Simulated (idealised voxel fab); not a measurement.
The name of this process module is voxel transistor to metal.
Square cells of 5 nm make up the cross-section cut, whose width is 205 nm.
Bands, listed from the top down, are how a cross-section gets written in this document; the cross-section itself is a grid of square cells, and a band is one or more rows of them. The entry gives the band's vertical extent as a top height and a bottom height in nm, then its horizontal make-up as materials from left to right, each with a width in nm. "empty" stands for empty space; a single material marked "everywhere" fills the band edge to edge. The reference from which all heights are counted is 0, the level beneath which the as-received wafer is entirely one material; the lowest band, having no lower bound, proceeds downward and is written after the example "0 nm and below". You'd read "30->40" like this: the band's top row of cells is as wide as the first number, its bottom row is as wide as the second, and going down, every row changes width by the same amount as the row before did. "nothing got changed" (step): cross-section cells unchanged, all of them. Reported under the label "Unvented internal voids" are the empty spaces having no open way to the top and comprising 8 cells or more; the notation for each is width x height at distance, in which the distance is measured from the left edge and all three values are in nm. If you see something after the settings on a step's line, that's the simulator's own remark about that step. The line of a step may include "overlay nm". On a step with a mask, this value is how far to the right of its planned place the mask lay. A negative value means the mask lay to the left. Quick note on how to read the rest: it's all pairs. You get the cross-section before a process step and the one after, but the after one only goes down as far as the lowest band that changed. The step in between, with its settings, sits under the pair. Heads up, the pairs can come from different runs of this module on the same starting wafer, so don't assume a pair picks up from the one above unless its "Prior to processing" entry says it does.
# Prior to processing
    40 nm to 30 nm  80 empty, then 10 SiN, then 25 SiCN, then 10 SiN, then 80 empty
    30 nm to 10 nm  80 empty, then 10 SiN, then 25 polySi, then 10 SiN, then 80 empty
    10 nm to 0 nm  40 SiO2, then 10 SiN, then 30 empty, then 10 SiN, then 25 polySi, then 10 SiN, then 30 empty, then 10 SiN, then 40 SiO2
    0 nm to -5 nm  SiO2 everywhere
    -5 nm to -65 nm  50 SiO2, then 105 Si, then 50 SiO2
    -65 nm and below  Si everywhere
    Unvented internal voids: none
# Post-Step Section View
    40 nm to 30 nm  80 empty, then 10 SiN, then 25 SiCN, then 10 SiN, then 80 empty
    30 nm to 10 nm  80 empty, then 10 SiN, then 25 polySi, then 10 SiN, then 80 empty
    10 nm to 5 nm  40 empty, then 10 SiN, then 30 empty, then 10 SiN, then 25 polySi, then 10 SiN, then 30 empty, then 10 SiN, then 40 empty
    5 nm to 0 nm  40 SiO2, then 10 SiN, then 30 empty, then 10 SiN, then 25 polySi, then 10 SiN, then 30 empty, then 10 SiN, then 40 SiO2
    0 nm to -5 nm  50 SiO2, then 30 empty, then 45 SiO2, then 30 empty, then 50 SiO2
    Note: structure below -5 unchanged.
    Unvented internal voids: none
The before and after cross-sections above differ by one step: DIRECTIONAL_ETCH,etch materials SiO2,depth nm 5
Prior to processing: equal to the after panel directly above.
# Post-Step Section View
    40 nm to 30 nm  80 empty, then 10 SiN, then 25 SiCN, then 10 SiN, then 80 empty
    30 nm to 10 nm  80 empty, then 10 SiN, then 25 polySi, then 10 SiN, then 80 empty
    10 nm to 5 nm  40 empty, then 10 SiN, then 30 empty, then 10 SiN, then 25 polySi, then 10 SiN, then 30 empty, then 10 SiN, then 40 empty
    5 nm to 0 nm  40 SiO2, then 10 SiN, then 30 empty, then 10 SiN, then 25 polySi, then 10 SiN, then 30 empty, then 10 SiN, then 40 SiO2
    0 nm to -5 nm  50 SiO2, then 30 empty, then 45 SiO2, then 30 empty, then 50 SiO2
    -5 nm to -10 nm  50 SiO2, then 30 empty, then 45 Si, then 30 empty, then 50 SiO2
    Note: structure below -10 unchanged.
    Unvented internal voids: none
The before and after cross-sections above differ by one step: DIRECTIONAL_ETCH,etch materials Si,depth nm 5
Prior to processing: equal to the after panel directly above.
# Post-Step Section View
    40 nm to 30 nm  80 empty, then 10 SiN, then 25 SiCN, then 10 SiN, then 80 empty
    30 nm to 10 nm  80 empty, then 10 SiN, then 25 polySi, then 10 SiN, then 80 empty
    10 nm to 5 nm  40 empty, then 10 SiN, then 30 empty, then 10 SiN, then 25 polySi, then 10 SiN, then 30 empty, then 10 SiN, then 40 empty
    5 nm to 0 nm  40 SiO2, then 10 SiN, then 30 empty, then 10 SiN, then 25 polySi, then 10 SiN, then 30 empty, then 10 SiN, then 40 SiO2
    0 nm to -5 nm  50 SiO2, then 25 empty, then 5 SiGe, then 45 SiO2, then 5 SiGe, then 25 empty, then 50 SiO2
    -5 nm to -10 nm  50 SiO2, then 30 SiGe, then 45 Si, then 30 SiGe, then 50 SiO2
    Note: structure below -10 unchanged.
    Unvented internal voids: none
The before and after cross-sections above differ by one step: EPI,material SiGe,thk nm 5
Prior to processing: equal to the after panel directly above.
# Post-Step Section View
    45 nm to 40 nm  SiO2 everywhere
    40 nm to 30 nm  80 SiO2, then 10 SiN, then 25 SiCN, then 10 SiN, then 80 SiO2
    30 nm to 10 nm  80 SiO2, then 10 SiN, then 25 polySi, then 10 SiN, then 80 SiO2
    10 nm to 0 nm  40 SiO2, then 10 SiN, then 30 SiO2, then 10 SiN, then 25 polySi, then 10 SiN, then 30 SiO2, then 10 SiN, then 40 SiO2
    0 nm to -5 nm  75 SiO2, then 5 SiGe, then 45 SiO2, then 5 SiGe, then 75 SiO2
    Note: structure below -5 unchanged.
    Unvented internal voids: none
The before and after cross-sections above differ by one step: FILL_DEP,material SiO2,thk nm 5
Prior to processing: equal to the after panel directly above.
# Post-Step Section View
    40 nm to 30 nm  80 SiO2, then 10 SiN, then 25 SiCN, then 10 SiN, then 80 SiO2
    Note: structure below 30 unchanged.
    Unvented internal voids: none
The before and after cross-sections above differ by one step: CMP,height nm 40
Prior to processing: equal to the after panel directly above.
# Post-Step Section View
    55 nm to 40 nm  SiO2 everywhere
    Note: structure below 40 unchanged.
    Unvented internal voids: none
The before and after cross-sections above differ by one step: DIRECTIONAL_DEP,material SiO2,thk nm 15
Prior to processing: equal to the after panel directly above.
# Post-Step Section View
    65 nm to 55 nm  aC everywhere
    Note: structure below 55 unchanged.
    Unvented internal voids: none
The before and after cross-sections above differ by one step: DIRECTIONAL_DEP,material aC,thk nm 10
Prior to processing: equal to the after panel directly above.
# Post-Step Section View
    95 nm to 65 nm  50 resist, then 20 empty, then 65 resist, then 20 empty, then 50 resist
    Note: structure below 65 unchanged.
    Unvented internal voids: none
The before and after cross-sections above differ by one step: PATTERN,tone open,mask id CONTACT,material resist,width nm 20,pitch nm 85,thk nm 30,overlay nm 0
Prior to processing: equal to the after panel directly above.
# Post-Step Section View
    85 nm to 65 nm  50 resist, then 20 empty, then 65 resist, then 20 empty, then 50 resist
    65 nm to 55 nm  50 aC, then 20 empty, then 65 aC, then 20 empty, then 50 aC
    Note: structure below 55 unchanged.
    Unvented internal voids: none
The before and after cross-sections above differ by one step: DIRECTIONAL_ETCH,etch materials aC,depth nm 10
Prior to processing: equal to the after panel directly above.
# Post-Step Section View
    65 nm to 55 nm  50 aC, then 20 empty, then 65 aC, then 20 empty, then 50 aC
    Note: structure below 55 unchanged.
    Unvented internal voids: none
The before and after cross-sections above differ by one step: STRIP,etch materials resist
Prior to processing: equal to the after panel directly above.
# Post-Step Section View
    65 nm to 55 nm  50 aC, then 20 empty, then 65 aC, then 20 empty, then 50 aC
    55 nm to 40 nm  50 SiO2, then 20 empty, then 65 SiO2, then 20 empty, then 50 SiO2
    40 nm to 30 nm  50 SiO2, then 20 empty, then 10 SiO2, then 10 SiN, then 25 SiCN, then 10 SiN, then 10 SiO2, then 20 empty, then 50 SiO2
    30 nm to 10 nm  50 SiO2, then 20 empty, then 10 SiO2, then 10 SiN, then 25 polySi, then 10 SiN, then 10 SiO2, then 20 empty, then 50 SiO2
    10 nm to 0 nm  40 SiO2, then 10 SiN, then 20 empty, then 10 SiO2, then 10 SiN, then 25 polySi, then 10 SiN, then 10 SiO2, then 20 empty, then 10 SiN, then 40 SiO2
    0 nm to -5 nm  50 SiO2, then 20 empty, then 5 SiO2, then 5 SiGe, then 45 SiO2, then 5 SiGe, then 5 SiO2, then 20 empty, then 50 SiO2
    Note: structure below -5 unchanged.
    Unvented internal voids: none
The before and after cross-sections above differ by one step: DIRECTIONAL_ETCH,etch materials SiO2,depth nm 60
Prior to processing: equal to the after panel directly above.
# Post-Step Section View
    55 nm to 40 nm  50 SiO2, then 20 empty, then 65 SiO2, then 20 empty, then 50 SiO2
    Note: structure below 40 unchanged.
    Unvented internal voids: none
The before and after cross-sections above differ by one step: STRIP,etch materials aC
Prior to processing: equal to the after panel directly above.
# Post-Step Section View
    60 nm to 55 nm  55 TiN, then 10 empty, then 75 TiN, then 10 empty, then 55 TiN
    55 nm to 40 nm  50 SiO2, then 5 TiN, then 10 empty, then 5 TiN, then 65 SiO2, then 5 TiN, then 10 empty, then 5 TiN, then 50 SiO2
    40 nm to 30 nm  50 SiO2, then 5 TiN, then 10 empty, then 5 TiN, then 10 SiO2, then 10 SiN, then 25 SiCN, then 10 SiN, then 10 SiO2, then 5 TiN, then 10 empty, then 5 TiN, then 50 SiO2
    30 nm to 10 nm  50 SiO2, then 5 TiN, then 10 empty, then 5 TiN, then 10 SiO2, then 10 SiN, then 25 polySi, then 10 SiN, then 10 SiO2, then 5 TiN, then 10 empty, then 5 TiN, then 50 SiO2
    10 nm to 0 nm  40 SiO2, then 10 SiN, then 5 TiN, then 10 empty, then 5 TiN, then 10 SiO2, then 10 SiN, then 25 polySi, then 10 SiN, then 10 SiO2, then 5 TiN, then 10 empty, then 5 TiN, then 10 SiN, then 40 SiO2
    0 nm to -5 nm  50 SiO2, then 20 TiN, then 5 SiO2, then 5 SiGe, then 45 SiO2, then 5 SiGe, then 5 SiO2, then 20 TiN, then 50 SiO2
    Note: structure below -5 unchanged.
    Unvented internal voids: none
The before and after cross-sections above differ by one step: CONFORMAL_DEP,material TiN,thk nm 5
Prior to processing: equal to the after panel directly above.
# Post-Step Section View
    65 nm to 60 nm  W everywhere
    60 nm to 55 nm  55 TiN, then 10 W, then 75 TiN, then 10 W, then 55 TiN
    55 nm to 40 nm  50 SiO2, then 5 TiN, then 10 W, then 5 TiN, then 65 SiO2, then 5 TiN, then 10 W, then 5 TiN, then 50 SiO2
    40 nm to 30 nm  50 SiO2, then 5 TiN, then 10 W, then 5 TiN, then 10 SiO2, then 10 SiN, then 25 SiCN, then 10 SiN, then 10 SiO2, then 5 TiN, then 10 W, then 5 TiN, then 50 SiO2
    30 nm to 10 nm  50 SiO2, then 5 TiN, then 10 W, then 5 TiN, then 10 SiO2, then 10 SiN, then 25 polySi, then 10 SiN, then 10 SiO2, then 5 TiN, then 10 W, then 5 TiN, then 50 SiO2
    10 nm to 0 nm  40 SiO2, then 10 SiN, then 5 TiN, then 10 W, then 5 TiN, then 10 SiO2, then 10 SiN, then 25 polySi, then 10 SiN, then 10 SiO2, then 5 TiN, then 10 W, then 5 TiN, then 10 SiN, then 40 SiO2
    Note: structure below 0 unchanged.
    Unvented internal voids: none
The before and after cross-sections above differ by one step: FILL_DEP,material W,thk nm 5
Prior to processing: equal to the after panel directly above.
# Post-Step Section View
    55 nm to 40 nm  50 SiO2, then 5 TiN, then 10 W, then 5 TiN, then 65 SiO2, then 5 TiN, then 10 W, then 5 TiN, then 50 SiO2
    Note: structure below 40 unchanged.
    Unvented internal voids: none
The before and after cross-sections above differ by one step: CMP,height nm 55
Prior to processing: equal to the after panel directly above.
# Post-Step Section View
    60 nm to 55 nm  TiN everywhere
    Note: structure below 55 unchanged.
    Unvented internal voids: none
The before and after cross-sections above differ by one step: DIRECTIONAL_DEP,material TiN,thk nm 5
Prior to processing: equal to the after panel directly above.
# Post-Step Section View
    85 nm to 60 nm  W everywhere
    Note: structure below 60 unchanged.
    Unvented internal voids: none
The before and after cross-sections above differ by one step: DIRECTIONAL_DEP,material W,thk nm 25
Prior to processing: equal to the after panel directly above.
# Post-Step Section View
    85 nm to 60 nm  50 empty, then 20 W, then 65 empty, then 20 W, then 50 empty
    Note: structure below 60 unchanged.
    Unvented internal voids: none
The before and after cross-sections above differ by one step: MASKED_ETCH,tone cover,mask id METAL_1,width nm 20,pitch nm 85,etch materials W,depth nm 25,overlay nm 0
Prior to processing: equal to the after panel directly above.
# Post-Step Section View
    85 nm to 60 nm  50 empty, then 20 W, then 65 empty, then 20 W, then 50 empty
    60 nm to 55 nm  50 empty, then 20 TiN, then 65 empty, then 20 TiN, then 50 empty
    Note: structure below 55 unchanged.
    Unvented internal voids: none
The before and after cross-sections above differ by one step: MASKED_ETCH,tone cover,mask id METAL_1,width nm 20,pitch nm 85,etch materials TiN,depth nm 5,overlay nm 0
Prior to processing: equal to the after panel directly above.
# Post-Step Section View
    95 nm to 85 nm  lowk everywhere
    85 nm to 60 nm  50 lowk, then 20 W, then 65 lowk, then 20 W, then 50 lowk
    60 nm to 55 nm  50 lowk, then 20 TiN, then 65 lowk, then 20 TiN, then 50 lowk
    Note: structure below 55 unchanged.
    Unvented internal voids: none
The before and after cross-sections above differ by one step: FILL_DEP,material lowk,thk nm 10
Prior to processing: equal to the after panel directly above.
# Post-Step Section View
    85 nm to 60 nm  50 lowk, then 20 W, then 65 lowk, then 20 W, then 50 lowk
    Note: structure below 60 unchanged.
    Unvented internal voids: none
The before and after cross-sections above differ by one step: CMP,height nm 85
Prior to processing: equal to the after panel directly above.
# Post-Step Section View
    90 nm to 85 nm  SiCN everywhere
    Note: structure below 85 unchanged.
    Unvented internal voids: none
The before and after cross-sections above differ by one step: CONFORMAL_DEP,material SiCN,thk nm 5
Prior to processing: equal to the after panel directly above.
# Post-Step Section View
    115 nm to 90 nm  SiO2 everywhere
    Note: structure below 90 unchanged.
    Unvented internal voids: none
The before and after cross-sections above differ by one step: DIRECTIONAL_DEP,material SiO2,thk nm 25
Prior to processing: equal to the after panel directly above.
# Post-Step Section View
    130 nm to 115 nm  aC everywhere
    Note: structure below 115 unchanged.
    Unvented internal voids: none
The before and after cross-sections above differ by one step: DIRECTIONAL_DEP,material aC,thk nm 15
Prior to processing: equal to the after panel directly above.
# Post-Step Section View
    160 nm to 130 nm  50 resist, then 20 empty, then 65 resist, then 20 empty, then 50 resist
    Note: structure below 130 unchanged.
    Unvented internal voids: none
The before and after cross-sections above differ by one step: PATTERN,tone open,mask id METAL_2,material resist,width nm 20,pitch nm 85,thk nm 30,overlay nm 0
Prior to processing: equal to the after panel directly above.
# Post-Step Section View
    145 nm to 130 nm  50 resist, then 20 empty, then 65 resist, then 20 empty, then 50 resist
    130 nm to 115 nm  50 aC, then 20 empty, then 65 aC, then 20 empty, then 50 aC
    Note: structure below 115 unchanged.
    Unvented internal voids: none
The before and after cross-sections above differ by one step: DIRECTIONAL_ETCH,etch materials aC,depth nm 15
Prior to processing: equal to the after panel directly above.
# Post-Step Section View
    130 nm to 115 nm  50 aC, then 20 empty, then 65 aC, then 20 empty, then 50 aC
    Note: structure below 115 unchanged.
    Unvented internal voids: none
The before and after cross-sections above differ by one step: STRIP,etch materials resist
Prior to processing: equal to the after panel directly above.
# Post-Step Section View
    130 nm to 115 nm  50 aC, then 20 empty, then 65 aC, then 20 empty, then 50 aC
    115 nm to 100 nm  50 SiO2, then 20 empty, then 65 SiO2, then 20 empty, then 50 SiO2
    Note: structure below 100 unchanged.
    Unvented internal voids: none
The before and after cross-sections above differ by one step: DIRECTIONAL_ETCH,etch materials SiO2,depth nm 15
Prior to processing: equal to the after panel directly above.
# Post-Step Section View
    115 nm to 100 nm  50 SiO2, then 20 empty, then 65 SiO2, then 20 empty, then 50 SiO2
    Note: structure below 100 unchanged.
    Unvented internal voids: none
The before and after cross-sections above differ by one step: STRIP,etch materials aC
Prior to processing: equal to the after panel directly above.
# Post-Step Section View
    130 nm to 115 nm  50 aC, then 20 empty, then 65 aC, then 20 empty, then 50 aC
    115 nm to 100 nm  50 SiO2, then 20 aC, then 65 SiO2, then 20 aC, then 50 SiO2
    Note: structure below 100 unchanged.
    Unvented internal voids: none
The before and after cross-sections above differ by one step: DIRECTIONAL_DEP,material aC,thk nm 15
Prior to processing: equal to the after panel directly above.
# Post-Step Section View
    160 nm to 130 nm  50 resist, then 15 empty, then 70 resist, then 15 empty, then 55 resist
    130 nm to 115 nm  50 aC, then 15 empty, then 5 resist, then 65 aC, then 15 empty, then 5 resist, then 50 aC
    Note: structure below 115 unchanged.
    Unvented internal voids: none
The before and after cross-sections above differ by one step: PATTERN,tone open,mask id METAL_2_HOLES,material resist,width nm 15,pitch nm 85,thk nm 30,overlay nm 0
Prior to processing: equal to the after panel directly above.
# Post-Step Section View
    145 nm to 130 nm  50 resist, then 15 empty, then 70 resist, then 15 empty, then 55 resist
    130 nm to 115 nm  50 aC, then 15 empty, then 5 resist, then 65 aC, then 15 empty, then 5 resist, then 50 aC
    115 nm to 100 nm  50 SiO2, then 15 empty, then 5 aC, then 65 SiO2, then 15 empty, then 5 aC, then 50 SiO2
    Note: structure below 100 unchanged.
    Unvented internal voids: none
The before and after cross-sections above differ by one step: DIRECTIONAL_ETCH,etch materials aC,depth nm 15
Prior to processing: equal to the after panel directly above.
# Post-Step Section View
    130 nm to 115 nm  50 aC, then 20 empty, then 65 aC, then 20 empty, then 50 aC
    Note: structure below 115 unchanged.
    Unvented internal voids: none
The before and after cross-sections above differ by one step: STRIP,etch materials resist
Prior to processing: equal to the after panel directly above.
# Post-Step Section View
    130 nm to 115 nm  50 aC, then 20 empty, then 65 aC, then 20 empty, then 50 aC
    115 nm to 100 nm  50 SiO2, then 15 empty, then 5 aC, then 65 SiO2, then 15 empty, then 5 aC, then 50 SiO2
    100 nm to 90 nm  50 SiO2, then 15 empty, then 70 SiO2, then 15 empty, then 55 SiO2
    Note: structure below 90 unchanged.
    Unvented internal voids: none
The before and after cross-sections above differ by one step: DIRECTIONAL_ETCH,etch materials SiO2,depth nm 10
Prior to processing: equal to the after panel directly above.
# Post-Step Section View
    130 nm to 115 nm  50 aC, then 20 empty, then 65 aC, then 20 empty, then 50 aC
    115 nm to 100 nm  50 SiO2, then 15 empty, then 5 aC, then 65 SiO2, then 15 empty, then 5 aC, then 50 SiO2
    100 nm to 90 nm  50 SiO2, then 15 empty, then 70 SiO2, then 15 empty, then 55 SiO2
    90 nm to 85 nm  50 SiCN, then 15 empty, then 70 SiCN, then 15 empty, then 55 SiCN
    Note: structure below 85 unchanged.
    Unvented internal voids: none
The before and after cross-sections above differ by one step: DIRECTIONAL_ETCH,etch materials SiCN,depth nm 5
Prior to processing: equal to the after panel directly above.
# Post-Step Section View
    115 nm to 100 nm  50 SiO2, then 20 empty, then 65 SiO2, then 20 empty, then 50 SiO2
    Note: structure below 100 unchanged.
    Unvented internal voids: none
The before and after cross-sections above differ by one step: STRIP,etch materials aC
Prior to processing: equal to the after panel directly above.
# Post-Step Section View
    120 nm to 115 nm  55 TiN, then 10 empty, then 75 TiN, then 10 empty, then 55 TiN
    115 nm to 105 nm  50 SiO2, then 5 TiN, then 10 empty, then 5 TiN, then 65 SiO2, then 5 TiN, then 10 empty, then 5 TiN, then 50 SiO2
    105 nm to 100 nm  50 SiO2, then 5 TiN, then 5 empty, then 10 TiN, then 65 SiO2, then 5 TiN, then 5 empty, then 10 TiN, then 50 SiO2
    100 nm to 90 nm  50 SiO2, then 5 TiN, then 5 empty, then 5 TiN, then 70 SiO2, then 5 TiN, then 5 empty, then 5 TiN, then 55 SiO2
    90 nm to 85 nm  50 SiCN, then 15 TiN, then 70 SiCN, then 15 TiN, then 55 SiCN
    Note: structure below 85 unchanged.
    Unvented internal voids: none
The before and after cross-sections above differ by one step: CONFORMAL_DEP,material TiN,thk nm 5
Prior to processing: equal to the after panel directly above.
# Post-Step Section View
    130 nm to 120 nm  Ru everywhere
    120 nm to 115 nm  55 TiN, then 10 Ru, then 75 TiN, then 10 Ru, then 55 TiN
    115 nm to 105 nm  50 SiO2, then 5 TiN, then 10 Ru, then 5 TiN, then 65 SiO2, then 5 TiN, then 10 Ru, then 5 TiN, then 50 SiO2
    105 nm to 100 nm  50 SiO2, then 5 TiN, then 5 Ru, then 10 TiN, then 65 SiO2, then 5 TiN, then 5 Ru, then 10 TiN, then 50 SiO2
    100 nm to 90 nm  50 SiO2, then 5 TiN, then 5 Ru, then 5 TiN, then 70 SiO2, then 5 TiN, then 5 Ru, then 5 TiN, then 55 SiO2
    Note: structure below 90 unchanged.
    Unvented internal voids: none
The before and after cross-sections above differ by one step: FILL_DEP,material Ru,thk nm 10
Prior to processing: equal to the after panel directly above.
# Post-Step Section View
    115 nm to 105 nm  50 SiO2, then 5 TiN, then 10 Ru, then 5 TiN, then 65 SiO2, then 5 TiN, then 10 Ru, then 5 TiN, then 50 SiO2
    Note: structure below 105 unchanged.
    Unvented internal voids: none
The before and after cross-sections above differ by one step: CMP,height nm 115
Prior to processing: equal to the after panel directly above.
# Post-Step Section View
    120 nm to 115 nm  SiCN everywhere
    Note: structure below 115 unchanged.
    Unvented internal voids: none
The before and after cross-sections above differ by one step: CONFORMAL_DEP,material SiCN,thk nm 5
# Prior to processing
    20 nm to 5 nm  45 SiO2, then 115 SiN, then 45 SiO2
    5 nm to 0 nm  SiO2 everywhere
    0 nm to -35 nm  50 SiO2, then 105 Si, then 50 SiO2
    -35 nm and below  Si everywhere
    Unvented internal voids: none
# Post-Step Section View
    20 nm to 5 nm  45 SiO2, then 115 empty, then 45 SiO2
    Note: structure below 5 unchanged.
    Unvented internal voids: none
The before and after cross-sections above differ by one step: STRIP,etch materials SiN
Prior to processing: equal to the after panel directly above.
# Post-Step Section View
    15 nm to 0 nm  40 SiO2, then 125 empty, then 40 SiO2
    Note: structure below 0 unchanged.
    Unvented internal voids: none
The before and after cross-sections above differ by one step: SELECTIVE_ETCH,etch materials SiO2,depth nm 5
Prior to processing: equal to the after panel directly above.
# Post-Step Section View
    10 nm to 0 nm  35 SiO2, then 135 empty, then 35 SiO2
    0 nm to -5 nm  35 SiO2, then 15 empty, then 105 Si, then 15 empty, then 35 SiO2
    Note: structure below -5 unchanged.
    Unvented internal voids: none
The before and after cross-sections above differ by one step: SELECTIVE_ETCH,etch materials SiO2,depth nm 5
Prior to processing: equal to the after panel directly above.
# Post-Step Section View
    10 nm to 0 nm  35 SiO2, then 135 empty, then 35 SiO2
    0 nm to -5 nm  35 SiO2, then 15 empty, then 105 SiO2, then 15 empty, then 35 SiO2
    -5 nm to -10 nm  55 SiO2, then 95 Si, then 55 SiO2
    Note: structure below -10 unchanged.
    Unvented internal voids: none
The before and after cross-sections above differ by one step: OXIDIZE,depth nm 5
Prior to processing: equal to the after panel directly above.
# Post-Step Section View
    40 nm to 30 nm  35 polySi, then 135 empty, then 35 polySi
    30 nm to 25 nm  35 polySi, then 15 empty, then 105 polySi, then 15 empty, then 35 polySi
    25 nm to 10 nm  polySi everywhere
    10 nm to 0 nm  35 SiO2, then 135 polySi, then 35 SiO2
    0 nm to -5 nm  35 SiO2, then 15 polySi, then 105 SiO2, then 15 polySi, then 35 SiO2
    Note: structure below -5 unchanged.
    Unvented internal voids: none
The before and after cross-sections above differ by one step: DIRECTIONAL_DEP,material polySi,thk nm 30
Prior to processing: equal to the after panel directly above.
# Post-Step Section View
    50 nm to 40 nm  35 SiCN, then 135 empty, then 35 SiCN
    40 nm to 35 nm  35 polySi, then 15 empty, then 105 SiCN, then 15 empty, then 35 polySi
    35 nm to 30 nm  35 polySi, then 135 SiCN, then 35 polySi
    30 nm to 25 nm  35 polySi, then 15 SiCN, then 105 polySi, then 15 SiCN, then 35 polySi
    Note: structure below 25 unchanged.
    Unvented internal voids: none
The before and after cross-sections above differ by one step: DIRECTIONAL_DEP,material SiCN,thk nm 10
Prior to processing: equal to the after panel directly above.
# Post-Step Section View
    40 nm to 30 nm  35 polySi, then 55 empty, then 25 SiCN, then 55 empty, then 35 polySi
    30 nm to 25 nm  35 polySi, then 15 empty, then 105 polySi, then 15 empty, then 35 polySi
    Note: structure below 25 unchanged.
    Unvented internal voids: none
The before and after cross-sections above differ by one step: MASKED_ETCH,tone cover,mask id GATE,width nm 25,etch materials SiCN,depth nm 20,overlay nm 0
Prior to processing: equal to the after panel directly above.
# Post-Step Section View
    40 nm to 30 nm  90 empty, then 25 SiCN, then 90 empty
    30 nm to 10 nm  90 empty, then 25 polySi, then 90 empty
    10 nm to 0 nm  35 SiO2, then 55 empty, then 25 polySi, then 55 empty, then 35 SiO2
    0 nm to -5 nm  35 SiO2, then 15 empty, then 105 SiO2, then 15 empty, then 35 SiO2
    Note: structure below -5 unchanged.
    Unvented internal voids: none
The before and after cross-sections above differ by one step: MASKED_ETCH,tone cover,mask id GATE,width nm 25,etch materials polySi,depth nm 40,overlay nm 0
Prior to processing: equal to the after panel directly above.
# Post-Step Section View
    50 nm to 40 nm  80 empty, then 45 SiN, then 80 empty
    40 nm to 30 nm  80 empty, then 10 SiN, then 25 SiCN, then 10 SiN, then 80 empty
    30 nm to 20 nm  80 empty, then 10 SiN, then 25 polySi, then 10 SiN, then 80 empty
    20 nm to 10 nm  45 SiN, then 35 empty, then 10 SiN, then 25 polySi, then 10 SiN, then 35 empty, then 45 SiN
    10 nm to 0 nm  35 SiO2, then 55 SiN, then 25 polySi, then 55 SiN, then 35 SiO2
    0 nm to -5 nm  35 SiO2, then 15 SiN, then 105 SiO2, then 15 SiN, then 35 SiO2
    Note: structure below -5 unchanged.
    Unvented internal voids: none
The before and after cross-sections above differ by one step: CONFORMAL_DEP,material SiN,thk nm 10
Prior to processing: equal to the after panel directly above.
# Post-Step Section View
    40 nm to 30 nm  80 empty, then 10 SiN, then 25 SiCN, then 10 SiN, then 80 empty
    30 nm to 10 nm  80 empty, then 10 SiN, then 25 polySi, then 10 SiN, then 80 empty
    10 nm to 0 nm  35 SiO2, then 10 SiN, then 35 empty, then 10 SiN, then 25 polySi, then 10 SiN, then 35 empty, then 10 SiN, then 35 SiO2
    Note: structure below 0 unchanged.
    Unvented internal voids: none
The before and after cross-sections above differ by one step: DIRECTIONAL_ETCH,etch materials SiN,depth nm 10
Prior to processing: equal to the after panel directly above.
# Post-Step Section View
    40 nm to 30 nm  80 empty, then 10 SiN, then 25 SiCN, then 10 SiN, then 80 empty
    30 nm to 10 nm  80 empty, then 10 SiN, then 25 polySi, then 10 SiN, then 80 empty
    10 nm to 5 nm  35 empty, then 10 SiN, then 35 empty, then 10 SiN, then 25 polySi, then 10 SiN, then 35 empty, then 10 SiN, then 35 empty
    5 nm to 0 nm  35 SiO2, then 10 SiN, then 35 empty, then 10 SiN, then 25 polySi, then 10 SiN, then 35 empty, then 10 SiN, then 35 SiO2
    0 nm to -5 nm  35 SiO2, then 15 SiN, then 30 empty, then 45 SiO2, then 30 empty, then 15 SiN, then 35 SiO2
    Note: structure below -5 unchanged.
    Unvented internal voids: none
The before and after cross-sections above differ by one step: DIRECTIONAL_ETCH,etch materials SiO2,depth nm 5
Prior to processing: equal to the after panel directly above.
# Post-Step Section View
    40 nm to 30 nm  80 empty, then 10 SiN, then 25 SiCN, then 10 SiN, then 80 empty
    30 nm to 10 nm  80 empty, then 10 SiN, then 25 polySi, then 10 SiN, then 80 empty
    10 nm to 5 nm  35 empty, then 10 SiN, then 35 empty, then 10 SiN, then 25 polySi, then 10 SiN, then 35 empty, then 10 SiN, then 35 empty
    5 nm to 0 nm  35 SiO2, then 10 SiN, then 35 empty, then 10 SiN, then 25 polySi, then 10 SiN, then 35 empty, then 10 SiN, then 35 SiO2
    0 nm to -5 nm  35 SiO2, then 15 SiN, then 30 empty, then 45 SiO2, then 30 empty, then 15 SiN, then 35 SiO2
    -5 nm to -10 nm  55 SiO2, then 25 empty, then 45 Si, then 25 empty, then 55 SiO2
    Note: structure below -10 unchanged.
    Unvented internal voids: none
The before and after cross-sections above differ by one step: DIRECTIONAL_ETCH,etch materials Si,depth nm 5
Prior to processing: equal to the after panel directly above.
# Post-Step Section View
    40 nm to 30 nm  80 empty, then 10 SiN, then 25 SiCN, then 10 SiN, then 80 empty
    30 nm to 10 nm  80 empty, then 10 SiN, then 25 polySi, then 10 SiN, then 80 empty
    10 nm to 5 nm  35 empty, then 10 SiN, then 35 empty, then 10 SiN, then 25 polySi, then 10 SiN, then 35 empty, then 10 SiN, then 35 empty
    5 nm to 0 nm  35 SiO2, then 10 SiN, then 35 empty, then 10 SiN, then 25 polySi, then 10 SiN, then 35 empty, then 10 SiN, then 35 SiO2
    0 nm to -5 nm  35 SiO2, then 15 SiN, then 25 empty, then 5 SiGe, then 45 SiO2, then 5 SiGe, then 25 empty, then 15 SiN, then 35 SiO2
    -5 nm to -10 nm  55 SiO2, then 25 SiGe, then 45 Si, then 25 SiGe, then 55 SiO2
    Note: structure below -10 unchanged.
    Unvented internal voids: none
The before and after cross-sections above differ by one step: EPI,material SiGe,thk nm 5
Prior to processing: equal to the after panel directly above.
# Post-Step Section View
    45 nm to 40 nm  SiO2 everywhere
    40 nm to 30 nm  80 SiO2, then 10 SiN, then 25 SiCN, then 10 SiN, then 80 SiO2
    30 nm to 10 nm  80 SiO2, then 10 SiN, then 25 polySi, then 10 SiN, then 80 SiO2
    10 nm to 0 nm  35 SiO2, then 10 SiN, then 35 SiO2, then 10 SiN, then 25 polySi, then 10 SiN, then 35 SiO2, then 10 SiN, then 35 SiO2
    0 nm to -5 nm  35 SiO2, then 15 SiN, then 25 SiO2, then 5 SiGe, then 45 SiO2, then 5 SiGe, then 25 SiO2, then 15 SiN, then 35 SiO2
    Note: structure below -5 unchanged.
    Unvented internal voids: none
The before and after cross-sections above differ by one step: FILL_DEP,material SiO2,thk nm 5
Prior to processing: equal to the after panel directly above.
# Post-Step Section View
    40 nm to 30 nm  80 SiO2, then 10 SiN, then 25 SiCN, then 10 SiN, then 80 SiO2
    Note: structure below 30 unchanged.
    Unvented internal voids: none
The before and after cross-sections above differ by one step: CMP,height nm 40
Prior to processing: equal to the after panel directly above.
# Post-Step Section View
    55 nm to 40 nm  SiO2 everywhere
    Note: structure below 40 unchanged.
    Unvented internal voids: none
The before and after cross-sections above differ by one step: DIRECTIONAL_DEP,material SiO2,thk nm 15
Prior to processing: equal to the after panel directly above.
# Post-Step Section View
    65 nm to 55 nm  aC everywhere
    Note: structure below 55 unchanged.
    Unvented internal voids: none
The before and after cross-sections above differ by one step: DIRECTIONAL_DEP,material aC,thk nm 10
Prior to processing: equal to the after panel directly above.
# Post-Step Section View
    95 nm to 65 nm  50 resist, then 20 empty, then 65 resist, then 20 empty, then 50 resist
    Note: structure below 65 unchanged.
    Unvented internal voids: none
The before and after cross-sections above differ by one step: PATTERN,tone open,mask id CONTACT,material resist,width nm 20,pitch nm 85,thk nm 30,overlay nm 0
